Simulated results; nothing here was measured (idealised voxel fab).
Process module under the name voxel transistor to metal
Each square cell in cross-section cut measures 5 nm, and the section as a whole is 275 nm wide.
Heads up, the way a cross-section reads in here is a grid of square cells, handed over as bands from the top down, with every band being one or more rows of cells.
In this notation a band is specified by the heights of its top and bottom, in that order and in nm, after which its materials appear from left to right, each paired with its width in nm. The word "full width" attached to a single material means that material fills the band from edge to edge; the word "empty" stands for empty space.
A quick word on heights: they are counted from 0, and under that level the wafer as it came to us is one material throughout. The lowest band is different from the rest in having no bottom; it simply continues downward, written as in "z 0 and below".
Top row gets the first number, bottom row gets the second, and each row in between changes by the same step: that is how a band width like "30..40" works.
When a step is marked "no alterations made", none of the cells in the cross-section changed during that step.
Entry "Closed cavity list". Content: empty spaces with no open connection to the top, size 8 cells or greater. Each: width x height at distance. Distance: from left edge. Unit: nm.
The remark found on a step's line after its settings is issued by the simulator itself and pertains to that step.
Steps that use a mask can have "overlay nm" on their line. It says how far the mask sat to the right of where it was meant to be. Negative means to the left.
**Planned step list for the process**
1: RECEIVE: material Si
2: CONFORMAL_DEP: material SiO2, thk nm 5
3: CONFORMAL_DEP: material SiN, thk nm 10
4: DIRECTIONAL_DEP: material aC, thk nm 15
5: PATTERN: tone cover, mask id ACTIVE, material resist, width nm 85, pitch nm 110, thk nm 35, overlay nm 0
6: DIRECTIONAL_ETCH: etch materials aC, depth nm 15
7: STRIP: etch materials resist
8: DIRECTIONAL_ETCH: etch materials SiN, depth nm 10
9: DIRECTIONAL_ETCH: etch materials SiO2, depth nm 5
10: DIRECTIONAL_ETCH: etch materials Si, depth nm 25
11: STRIP: etch materials aC
12: FILL_DEP: material SiO2, thk nm 5
13: CMP: height nm 15
14: SELECTIVE_ETCH: etch materials SiO2, depth nm 5
15: STRIP: etch materials SiN
16: SELECTIVE_ETCH: etch materials SiO2, depth nm 5
17: OXIDIZE: depth nm 5
18: DIRECTIONAL_DEP: material polySi, thk nm 30
19: DIRECTIONAL_DEP: material SiCN, thk nm 10
20: MASKED_ETCH: tone cover, mask id GATE, width nm 15, pitch nm 110, etch materials SiCN, depth nm 20, overlay nm 0
21: MASKED_ETCH: tone cover, mask id GATE, width nm 15, pitch nm 110, etch materials polySi, depth nm 40, overlay nm 0
22: CONFORMAL_DEP: material SiN, thk nm 10
23: DIRECTIONAL_ETCH: etch materials SiN, depth nm 10
24: DIRECTIONAL_ETCH: etch materials SiO2, depth nm 5
25: DIRECTIONAL_ETCH: etch materials Si, depth nm 15
26: EPI: material nSi, thk nm 20
27: FILL_DEP: material SiO2, thk nm 10
28: CMP: height nm 40
29: DIRECTIONAL_DEP: material SiO2, thk nm 15
30: PATTERN: tone open, mask id CONTACT, material resist, width nm 25, thk nm 20, overlay nm 0
31: DIRECTIONAL_ETCH: etch materials SiO2, depth nm 40
32: STRIP: etch materials resist
33: CONFORMAL_DEP: material TiN, thk nm 5
34: FILL_DEP: material W, thk nm 5
35: CMP: height nm 55
36: DIRECTIONAL_DEP: material TiN, thk nm 5
37: DIRECTIONAL_DEP: material Ru, thk nm 25
38: MASKED_ETCH: tone cover, mask id METAL_1, width nm 15, etch materials Ru, depth nm 25, overlay nm 0
39: MASKED_ETCH: tone cover, mask id METAL_1, width nm 15, etch materials TiN, depth nm 5, overlay nm 0
40: CONFORMAL_DEP: material SiCN, thk nm 5
41: FILL_DEP: material SiO2, thk nm 5
42: CMP: height nm 85
43: CONFORMAL_DEP: material SiCN, thk nm 5
44: DIRECTIONAL_DEP: material SiO2, thk nm 30
45: DIRECTIONAL_DEP: material aC, thk nm 15
46: PATTERN: tone open, mask id METAL_2, material resist, width nm 15, pitch nm 110, thk nm 30, overlay nm 0
47: DIRECTIONAL_ETCH: etch materials aC, depth nm 15
48: STRIP: etch materials resist
49: DIRECTIONAL_ETCH: etch materials SiO2, depth nm 15
50: STRIP: etch materials aC
51: DIRECTIONAL_DEP: material aC, thk nm 15
52: PATTERN: tone open, mask id METAL_2_HOLES, material resist, width nm 15, pitch nm 110, thk nm 35, overlay nm 0
53: DIRECTIONAL_ETCH: etch materials aC, depth nm 15
54: STRIP: etch materials resist
55: DIRECTIONAL_ETCH: etch materials SiO2, depth nm 15
56: DIRECTIONAL_ETCH: etch materials SiCN, depth nm 5
57: STRIP: etch materials aC
58: CONFORMAL_DEP: material TiN, thk nm 5
59: FILL_DEP: material Ru, thk nm 5
60: CMP: height nm 120
61: CONFORMAL_DEP: material SiCN, thk nm 5
**Wafer cross-section on receipt, i.e. after step 1**
  z 0 and below: Si full width
  Closed cavity list: none
**First of two wafers at the end of the module, shown in cross-section; run carried out as planned**
  z 125 to 120: SiCN full width
  z 120 to 90: 45 SiO2 / 5 TiN / 5 Ru / 5 TiN / 95 SiO2 / 5 TiN / 5 Ru / 5 TiN / 105 SiO2
  z 90 to 85: 45 SiCN / 15 TiN / 95 SiCN / 15 TiN / 105 SiCN
  z 85 to 60: 40 SiO2 / 5 SiCN / 15 Ru / 5 SiCN / 35 SiO2 / 5 SiCN / 15 Ru / 5 SiCN / 25 SiO2 / 5 SiCN / 15 Ru / 5 SiCN / 35 SiO2 / 5 SiCN / 15 Ru / 5 SiCN / 40 SiO2
  z 60 to 55: 45 SiCN / 15 TiN / 45 SiCN / 15 TiN / 35 SiCN / 15 TiN / 45 SiCN / 15 TiN / 45 SiCN
  z 55 to 45: 45 SiO2 / 5 TiN / 15 W / 5 TiN / 25 SiO2 / 5 TiN / 15 W / 5 TiN / 35 SiO2 / 5 TiN / 15 W / 5 TiN / 25 SiO2 / 5 TiN / 15 W / 5 TiN / 45 SiO2
  z 45 to 40: 45 SiO2 / 5 TiN / 10 W / 10 TiN / 25 SiO2 / 10 TiN / 10 W / 5 TiN / 35 SiO2 / 5 TiN / 10 W / 10 TiN / 25 SiO2 / 10 TiN / 10 W / 5 TiN / 45 SiO2
  z 40 to 30: 45 SiO2 / 5 TiN / 10 W / 5 TiN / 10 SiN / 15 SiCN / 10 SiN / 5 TiN / 10 W / 5 TiN / 35 SiO2 / 5 TiN / 10 W / 5 TiN / 10 SiN / 15 SiCN / 10 SiN / 5 TiN / 10 W / 5 TiN / 45 SiO2
  z 30 to 20: 45 SiO2 / 5 TiN / 10 W / 5 TiN / 10 SiN / 15 polySi / 10 SiN / 5 TiN / 10 W / 5 TiN / 35 SiO2 / 5 TiN / 10 W / 5 TiN / 10 SiN / 15 polySi / 10 SiN / 5 TiN / 10 W / 5 TiN / 45 SiO2
  z 20 to 15: 45 SiO2 / 20 TiN / 10 SiN / 15 polySi / 10 SiN / 20 TiN / 35 SiO2 / 20 TiN / 10 SiN / 15 polySi / 10 SiN / 20 TiN / 45 SiO2
  z 15 to 5: 35 SiO2 / 30 nSi / 10 SiN / 15 polySi / 10 SiN / 30 nSi / 15 SiO2 / 30 nSi / 10 SiN / 15 polySi / 10 SiN / 30 nSi / 35 SiO2
  z 5 to 0: 35 SiO2 / 10 SiN / 20 nSi / 10 SiN / 15 polySi / 10 SiN / 20 nSi / 10 SiN / 15 SiO2 / 10 SiN / 20 nSi / 10 SiN / 15 polySi / 10 SiN / 20 nSi / 10 SiN / 35 SiO2
  z 0 to -5: 45 SiO2 / 20 nSi / 35 SiO2 / 20 nSi / 35 SiO2 / 20 nSi / 35 SiO2 / 20 nSi / 45 SiO2
  z -5 to -20: 40 SiO2 / 5 Si / 20 nSi / 35 Si / 20 nSi / 5 Si / 25 SiO2 / 5 Si / 20 nSi / 35 Si / 20 nSi / 5 Si / 40 SiO2
  z -20 to -25: 40 SiO2 / 85 Si / 25 SiO2 / 85 Si / 40 SiO2
  z -25 and below: Si full width
  Closed cavity list: none
**So this is wafer number two of the two, cut at the end of the module - it started where the first did and had the same plan, we just got one thing wrong running it**
  z 125 to 120: SiCN full width
  z 120 to 90: 45 SiO2 / 5 TiN / 5 Ru / 5 TiN / 95 SiO2 / 5 TiN / 5 Ru / 5 TiN / 105 SiO2
  z 90 to 85: 45 SiCN / 15 TiN / 95 SiCN / 15 TiN / 105 SiCN
  z 85 to 60: 40 SiO2 / 5 SiCN / 15 Ru / 5 SiCN / 35 SiO2 / 5 SiCN / 15 Ru / 5 SiCN / 25 SiO2 / 5 SiCN / 15 Ru / 5 SiCN / 35 SiO2 / 5 SiCN / 15 Ru / 5 SiCN / 40 SiO2
  z 60 to 55: 45 SiCN / 15 TiN / 45 SiCN / 15 TiN / 35 SiCN / 15 TiN / 45 SiCN / 15 TiN / 45 SiCN
  z 55 to 45: 45 SiO2 / 5 TiN / 15 W / 5 TiN / 25 SiO2 / 5 TiN / 15 W / 5 TiN / 35 SiO2 / 5 TiN / 15 W / 5 TiN / 25 SiO2 / 5 TiN / 15 W / 5 TiN / 45 SiO2
  z 45 to 40: 45 SiO2 / 5 TiN / 10 W / 10 TiN / 25 SiO2 / 10 TiN / 10 W / 5 TiN / 35 SiO2 / 5 TiN / 10 W / 10 TiN / 25 SiO2 / 10 TiN / 10 W / 5 TiN / 45 SiO2
  z 40 to 35: 45 SiO2 / 5 TiN / 10 W / 5 TiN / 10 SiN / 15 SiCN / 10 SiN / 5 TiN / 10 W / 5 TiN / 35 SiO2 / 5 TiN / 10 W / 5 TiN / 10 SiN / 15 SiCN / 10 SiN / 5 TiN / 10 W / 5 TiN / 45 SiO2
  z 35 to 30: 45 SiO2 / 20 TiN / 10 SiN / 15 SiCN / 10 SiN / 5 TiN / 10 W / 5 TiN / 35 SiO2 / 20 TiN / 10 SiN / 15 SiCN / 10 SiN / 5 TiN / 10 W / 5 TiN / 45 SiO2
  z 30 to 20: 45 SiO2 / 10 TiN / 10 SiN / 25 polySi / 10 SiN / 5 TiN / 10 W / 5 TiN / 35 SiO2 / 10 TiN / 10 SiN / 25 polySi / 10 SiN / 5 TiN / 10 W / 5 TiN / 45 SiO2
  z 20 to 15: 45 SiO2 / 10 TiN / 10 SiN / 25 polySi / 10 SiN / 20 TiN / 35 SiO2 / 10 TiN / 10 SiN / 25 polySi / 10 SiN / 20 TiN / 45 SiO2
  z 15 to 5: 35 SiO2 / 20 nSi / 10 SiN / 25 polySi / 10 SiN / 30 nSi / 15 SiO2 / 20 nSi / 10 SiN / 25 polySi / 10 SiN / 30 nSi / 35 SiO2
  z 5 to 0: 35 SiO2 / 10 SiN / 10 nSi / 10 SiN / 25 polySi / 10 SiN / 20 nSi / 10 SiN / 15 SiO2 / 10 SiN / 10 nSi / 10 SiN / 25 polySi / 10 SiN / 20 nSi / 10 SiN / 35 SiO2
  z 0 to -5: 45 SiO2 / 10 nSi / 45 SiO2 / 20 nSi / 35 SiO2 / 10 nSi / 45 SiO2 / 20 nSi / 45 SiO2
  z -5 to -20: 40 SiO2 / 5 Si / 10 nSi / 45 Si / 20 nSi / 5 Si / 25 SiO2 / 5 Si / 10 nSi / 45 Si / 20 nSi / 5 Si / 40 SiO2
  z -20 to -25: 40 SiO2 / 85 Si / 25 SiO2 / 85 Si / 40 SiO2
  z -25 and below: Si full width
  Closed cavity list: none
What went wrong in running the wafer? not per plan at step 21, really ran MASKED_ETCH: tone cover, mask id GATE, width nm 15, pitch nm 110, etch materials polySi, depth nm 40, overlay nm -10
Heads up, by the end the second wafer has more or fewer cells of some materials compared to the first: Si +12 | SiO2 +4 | W -12 | nSi -28 | polySi +24
